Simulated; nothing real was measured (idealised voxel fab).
voxel gate over fins: a process module
Cross-sectional view cut (width: 200 nm; square cell size: 5 nm).
In what follows, cross-sections appear as grids of square cells, described through bands that run from the top down, where every band is one or more rows of cells. Within each band entry, the heights of the top and of the bottom of the band appear first, in that order and in nm; the materials of the band then follow from left to right, each with its corresponding width in nm. The designation "everywhere" on a single material indicates that it fills the band from edge to edge; the designation "air" indicates empty space. Below 0: as-received wafer, all one material; heights counted from there. Lowest band: no bottom, goes on down, written "top 0, no bottom". Width "30..40": first value at the band's top row of cells, second value at its bottom row, equal change from row to row. A step reported as "no modifications" is a step in which no cell of the cross-section changed. What "Entrapped voids" gives you is every empty space of 8 cells or more that is cut off from the top. Each appears as width x height at distance, with the distance taken from the left edge and width, height and distance all in nm. Text after the settings on a step's line: the simulator's own remark on that step. overlay nm: mask offset rightward from planned place, masked step; negative means leftward offset.
[List of planned process steps]
1,RECEIVE (material Si)
2,CONFORMAL_DEP (material SiN; thk nm 5)
3,PATTERN (tone cover; mask id FINS; material resist; width nm 15; pitch nm 50; thk nm 15; overlay nm 0)
4,DIRECTIONAL_ETCH (etch materials SiN; depth nm 5)
5,DIRECTIONAL_ETCH (etch materials Si; depth nm 30)
6,STRIP (etch materials resist)
7,FILL_DEP (material SiO2; thk nm 15)
8,CMP (height nm 5)
9,MASKED_ETCH (tone open; mask id RAIL; width nm 15; etch materials SiO2; depth nm 30; overlay nm 0)
10,CONFORMAL_DEP (material TiN; thk nm 5)
11,FILL_DEP (material W; thk nm 5)
12,CMP (height nm 5)
13,SELECTIVE_ETCH (etch materials W Ru TiN; depth nm 25)
14,FILL_DEP (material SiO2; thk nm 5)
15,CMP (height nm 5)
16,SELECTIVE_ETCH (etch materials SiO2; depth nm 15)
17,STRIP (etch materials SiN)
18,CONFORMAL_DEP (material HfO2; thk nm 5)
19,CONFORMAL_DEP (material TiN; thk nm 5)
20,FILL_DEP (material W; thk nm 15)
21,CMP (height nm 20)
22,CONFORMAL_DEP (material SiN; thk nm 5)
[Cross-section: wafer on arrival = after step 1]
	top 0, no bottom = Si everywhere
	Entrapped voids: none
[First of two wafers, end-of-module section, run followed plan]
	top 25, bottom 20 = SiN everywhere
	top 20, bottom 10 = W everywhere
	top 10, bottom 5 = W (5); TiN (35); W (15); TiN (35); W (15); TiN (35); W (15); TiN (35); W (10)
	top 5, bottom 0 = W (5); TiN (5); HfO2 (25); TiN (5); W (15); TiN (5); HfO2 (25); TiN (5); W (15); TiN (5); HfO2 (25); TiN (5); W (15); TiN (5); HfO2 (25); TiN (5); W (10)
	top 0, bottom -5 = TiN (10); HfO2 (5); Si (15); HfO2 (5); TiN (25); HfO2 (5); Si (15); HfO2 (5); TiN (25); HfO2 (5); Si (15); HfO2 (5); TiN (25); HfO2 (5); Si (15); HfO2 (5); TiN (15)
	top -5, bottom -10 = HfO2 (15); Si (15); HfO2 (35); Si (15); HfO2 (35); Si (15); HfO2 (35); Si (15); HfO2 (20)
	top -10, bottom -20 = SiO2 (15); Si (15); SiO2 (35); Si (15); SiO2 (35); Si (15); SiO2 (35); Si (15); SiO2 (20)
	top -20, bottom -25 = SiO2 (15); Si (15); SiO2 (10); TiN (15); SiO2 (10); Si (15); SiO2 (35); Si (15); SiO2 (35); Si (15); SiO2 (20)
	top -25, bottom -30 = SiO2 (15); Si (15); SiO2 (35); Si (15); SiO2 (35); Si (15); SiO2 (35); Si (15); SiO2 (20)
	top -30, no bottom = Si everywhere
	Entrapped voids: none
[The second wafer, shown in cross-section after the module: started the same way as the first and given the same plan, yet one mistake crept into how it was run]
	top 15, bottom 10 = SiN everywhere
	top 10, bottom 5 = W (5); TiN (35); W (15); TiN (35); W (15); TiN (35); W (15); TiN (35); W (10)
	top 5, bottom 0 = W (5); TiN (5); HfO2 (25); TiN (5); W (15); TiN (5); HfO2 (25); TiN (5); W (15); TiN (5); HfO2 (25); TiN (5); W (15); TiN (5); HfO2 (25); TiN (5); W (10)
	top 0, bottom -5 = TiN (10); HfO2 (5); Si (15); HfO2 (5); TiN (25); HfO2 (5); Si (15); HfO2 (5); TiN (25); HfO2 (5); Si (15); HfO2 (5); TiN (25); HfO2 (5); Si (15); HfO2 (5); TiN (15)
	top -5, bottom -10 = HfO2 (15); Si (15); HfO2 (35); Si (15); HfO2 (35); Si (15); HfO2 (35); Si (15); HfO2 (20)
	top -10, bottom -20 = SiO2 (15); Si (15); SiO2 (35); Si (15); SiO2 (35); Si (15); SiO2 (35); Si (15); SiO2 (20)
	top -20, bottom -25 = SiO2 (15); Si (15); SiO2 (10); TiN (15); SiO2 (10); Si (15); SiO2 (35); Si (15); SiO2 (35); Si (15); SiO2 (20)
	top -25, bottom -30 = SiO2 (15); Si (15); SiO2 (35); Si (15); SiO2 (35); Si (15); SiO2 (35); Si (15); SiO2 (20)
	top -30, no bottom = Si everywhere
	Entrapped voids: none
It is concluded that the wafer was processed incorrectly with respect to the plan, in that step 21 did not use the planned setting and instead ran as CMP (height nm 10)
Final tally in cells, some materials are higher or lower on the second wafer than on the first: W -80
